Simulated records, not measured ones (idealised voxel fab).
Title: Process Module voxel plated lines
Square cell edge 5 nm, section width 195 nm, ID cut.
Cross-sections here: square-cell grids, written as top-down lists of bands, a band being one or more rows of cells. Band entry format. Leading values: height of top, height of bottom, nm. Remainder: materials in left-to-right order, each with its width in nm. Special words: "all across" on a single material, which then fills the band edge to edge; "blank", empty space. Heights are measured from 0, the level below which the as-received wafer is all one material; the lowest band has no bottom and continues downward, written as in "0..down". It should be noted that a width expressed as "30 to 40" varies in equal increments from row to row of cells within the band, taking the value of the first number at the top row and that of the second number at the bottom row. Reading "remained unchanged" for a step: not a cell of the cross-section changed in it. "Closed void roster": empty spaces of 8 cells or more with no open way to the top, each given as width x height at distance, distance from the left edge, all in nm. Step line, after settings: the simulator's comment on this step. "overlay nm" answers the question of how far to the right of plan the mask lay on a step that has a mask, and when it is negative the answer is to the left.

# The following list gives the planned process steps
1,RECEIVE: material Si
2,CONFORMAL_DEP: material SiN, thk nm 10
3,DIRECTIONAL_DEP: material TiN, thk nm 5
4,PATTERN: tone open, mask id LINES, material resist, width nm 20, pitch nm 40, thk nm 15, overlay nm 0
5,EPI: material Ru, thk nm 5
6,STRIP: etch materials resist
7,DIRECTIONAL_ETCH: etch materials TiN, depth nm 5
8,CONFORMAL_DEP: material SiCN, thk nm 10

# The cross-section here shows the wafer as received, i.e. in its state after step 1
0..down: Si all across
Closed void roster: none

# Post-module cross-section of the first of two wafers (run per plan)
30..20: blank (35); SiCN (120); blank (40)
20..15: SiCN (45); Ru (20); SiCN (20); Ru (20); SiCN (20); Ru (20); SiCN (50)
15..10: SiCN (45); TiN (20); SiCN (20); TiN (20); SiCN (20); TiN (20); SiCN (50)
10..0: SiN all across
0..down: Si all across
Closed void roster: none

# Same start, same plan as the first wafer - but one mistake in the run. Cross-section of the second of the two at the end of the module
25..15: SiCN all across
15..5: SiN all across
5..0: TiN all across
0..down: Si all across
Closed void roster: none
Where did the run depart from the plan? it was found that steps 2 and 3 of the process plan had been performed in exchanged positions
In the final state, the cell counts of the second wafer exceed or fall short of those of the first for the following materials: 12 fewer of Ru, 24 fewer of SiCN, 27 more of TiN
